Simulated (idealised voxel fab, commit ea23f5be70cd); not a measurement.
This is a process module. Its name is voxel transistor to metal.
We display cut, a cross-section 195 nm in width whose square cells are each 5 nm.
The cross-sections in this document take the form of a grid made of square cells. They are written out as bands, in order from top to bottom. Each band consists of one or more rows of cells. Each band's line starts with the height of the band's top and of its bottom, in nm. Then come its materials from left to right, each with its width in nm. One material with "everywhere" fills the band from edge to edge. "air" is empty space. Zero point of the height axis is 0; under it, received wafer = one material. Lowest band: continues down indefinitely, "0 down". It should be noted that a width expressed as "30..40" varies in equal increments from row to row of cells within the band, taking the value of the first number at the top row and that of the second number at the bottom row. Take "no modification" at face value: in the step it is given for, the cross-section changed in none of its cells. "Trapped void list" enumerates empty spaces isolated from the top, with no open way to it, that contain at least 8 cells, giving each as width x height at distance from the left edge, all three in nm. Step line, after settings: the simulator's comment on this step. "overlay nm" on a masked step: distance the mask lay right of its planned place, negative for left.

Process steps (planned)
- 1: RECEIVE: material Si
- 2: OXIDIZE: depth nm 5
- 3: CONFORMAL_DEP: material SiN, thk nm 15
- 4: MASKED_ETCH: tone cover, mask id ACTIVE, width nm 100, etch materials SiN, depth nm 15, overlay nm 0
- 5: MASKED_ETCH: tone cover, mask id ACTIVE, width nm 100, etch materials SiO2, depth nm 5, overlay nm 0
- 6: MASKED_ETCH: tone cover, mask id ACTIVE, width nm 100, etch materials Si, depth nm 35, overlay nm 0
- 7: OXIDIZE: depth nm 5
- 8: FILL_DEP: material SiO2, thk nm 10
- 9: CMP: height nm 15
- 10: SELECTIVE_ETCH: etch materials SiO2, depth nm 5
- 11: STRIP: etch materials SiN
- 12: SELECTIVE_ETCH: etch materials SiO2, depth nm 5
- 13: OXIDIZE: depth nm 5
- 14: DIRECTIONAL_DEP: material polySi, thk nm 20
- 15: DIRECTIONAL_DEP: material SiCN, thk nm 15
- 16: PATTERN: tone cover, mask id GATE, material resist, width nm 20, thk nm 20, overlay nm 0
- 17: DIRECTIONAL_ETCH: etch materials SiCN, depth nm 25
- 18: DIRECTIONAL_ETCH: etch materials polySi, depth nm 30
- 19: STRIP: etch materials resist
- 20: CONFORMAL_DEP: material SiO2, thk nm 5
- 21: DIRECTIONAL_ETCH: etch materials SiO2, depth nm 5
- 22: CONFORMAL_DEP: material SiN, thk nm 10
- 23: DIRECTIONAL_ETCH: etch materials SiN, depth nm 10
- 24: DIRECTIONAL_ETCH: etch materials SiO2, depth nm 5
- 25: EPI: material nSi, thk nm 5
- 26: FILL_DEP: material SiO2, thk nm 5
- 27: CMP: height nm 30
- 28: DIRECTIONAL_DEP: material SiO2, thk nm 15
- 29: MASKED_ETCH: tone open, mask id CONTACT, width nm 25, pitch nm 55, etch materials SiO2, depth nm 50, overlay nm 0
- 30: CONFORMAL_DEP: material TiN, thk nm 5
- 31: FILL_DEP: material W, thk nm 5
- 32: CMP: height nm 45
- 33: DIRECTIONAL_DEP: material TiN, thk nm 5
- 34: DIRECTIONAL_DEP: material Ru, thk nm 15
- 35: DIRECTIONAL_DEP: material aC, thk nm 10
- 36: PATTERN: tone cover, mask id METAL_1, material resist, width nm 15, pitch nm 65, thk nm 30, overlay nm 0
- 37: DIRECTIONAL_ETCH: etch materials aC, depth nm 10
- 38: STRIP: etch materials resist
- 39: DIRECTIONAL_ETCH: etch materials Ru, depth nm 15
- 40: DIRECTIONAL_ETCH: etch materials TiN, depth nm 5
- 41: STRIP: etch materials aC
- 42: CONFORMAL_DEP: material SiCN, thk nm 5
- 43: FILL_DEP: material lowk, thk nm 5
- 44: CMP: height nm 65
- 45: CONFORMAL_DEP: material SiN, thk nm 5

As-received wafer cross-section (after step 1)
	0 down = Si everywhere
	Trapped void list: none

Cross-sectional image of the first of two wafers at the end of the module, the run having proceeded as planned
	70 to 65 = SiN everywhere
	65 to 50 = 50 of lowk | 5 of SiCN | 15 of Ru | 5 of SiCN | 40 of lowk | 5 of SiCN | 15 of Ru | 5 of SiCN | 55 of lowk
	50 to 45 = 55 of SiCN | 15 of TiN | 50 of SiCN | 15 of TiN | 60 of SiCN
	45 to 35 = 55 of SiO2 | 5 of TiN | 15 of W | 5 of TiN | 30 of SiO2 | 5 of TiN | 15 of W | 5 of TiN | 60 of SiO2
	35 to 30 = 55 of SiO2 | 5 of TiN | 5 of W | 15 of TiN | 30 of SiO2 | 15 of TiN | 5 of W | 5 of TiN | 60 of SiO2
	30 to 15 = 55 of SiO2 | 5 of TiN | 5 of W | 5 of TiN | 10 of SiN | 5 of SiO2 | 20 of SiCN | 5 of SiO2 | 10 of SiN | 5 of TiN | 5 of W | 5 of TiN | 60 of SiO2
	15 to 5 = 55 of SiO2 | 5 of TiN | 5 of W | 5 of TiN | 10 of SiN | 5 of SiO2 | 20 of polySi | 5 of SiO2 | 10 of SiN | 5 of TiN | 5 of W | 5 of TiN | 60 of SiO2
	5 to 0 = 45 of SiO2 | 10 of SiN | 5 of TiN | 5 of W | 5 of TiN | 10 of SiN | 5 of SiO2 | 20 of polySi | 5 of SiO2 | 10 of SiN | 5 of TiN | 5 of W | 5 of TiN | 10 of SiN | 50 of SiO2
	0 to -5 = 45 of SiO2 | 10 of SiN | 15 of TiN | 10 of SiN | 5 of SiO2 | 20 of polySi | 5 of SiO2 | 10 of SiN | 15 of TiN | 10 of SiN | 50 of SiO2
	-5 to -10 = 55 of SiO2 | 15 of nSi | 50 of SiO2 | 15 of nSi | 60 of SiO2
	-10 to -45 = 50 of SiO2 | 90 of Si | 55 of SiO2
	-45 down = Si everywhere
	Trapped void list: none

This cross-section belongs to the second wafer of two at the end of the module; the start and the plan were shared with the first, and the run included one mistake
	70 to 65 = SiN everywhere
	65 to 50 = 50 of lowk | 5 of SiN | 15 of Ru | 5 of SiN | 40 of lowk | 5 of SiN | 15 of Ru | 5 of SiN | 55 of lowk
	50 to 45 = 55 of SiN | 15 of TiN | 50 of SiN | 15 of TiN | 60 of SiN
	45 to 35 = 55 of SiO2 | 5 of TiN | 15 of W | 5 of TiN | 30 of SiO2 | 5 of TiN | 15 of W | 5 of TiN | 60 of SiO2
	35 to 30 = 55 of SiO2 | 5 of TiN | 5 of W | 15 of TiN | 30 of SiO2 | 15 of TiN | 5 of W | 5 of TiN | 60 of SiO2
	30 to 15 = 55 of SiO2 | 5 of TiN | 5 of W | 5 of TiN | 10 of SiN | 5 of SiO2 | 20 of SiCN | 5 of SiO2 | 10 of SiN | 5 of TiN | 5 of W | 5 of TiN | 60 of SiO2
	15 to 5 = 55 of SiO2 | 5 of TiN | 5 of W | 5 of TiN | 10 of SiN | 5 of SiO2 | 20 of polySi | 5 of SiO2 | 10 of SiN | 5 of TiN | 5 of W | 5 of TiN | 60 of SiO2
	5 to 0 = 45 of SiO2 | 10 of SiN | 5 of TiN | 5 of W | 5 of TiN | 10 of SiN | 5 of SiO2 | 20 of polySi | 5 of SiO2 | 10 of SiN | 5 of TiN | 5 of W | 5 of TiN | 10 of SiN | 50 of SiO2
	0 to -5 = 45 of SiO2 | 10 of SiN | 15 of TiN | 10 of SiN | 5 of SiO2 | 20 of polySi | 5 of SiO2 | 10 of SiN | 15 of TiN | 10 of SiN | 50 of SiO2
	-5 to -10 = 55 of SiO2 | 15 of nSi | 50 of SiO2 | 15 of nSi | 60 of SiO2
	-10 to -45 = 50 of SiO2 | 90 of Si | 55 of SiO2
	-45 down = Si everywhere
	Trapped void list: none
Where did the run depart from the plan? step 42 did not happen as planned, as run it was CONFORMAL_DEP: material SiN, thk nm 5
Final difference in cells, second wafer against first, listed per material as more or fewer: SiCN: 45 fewer; SiN: 45 more
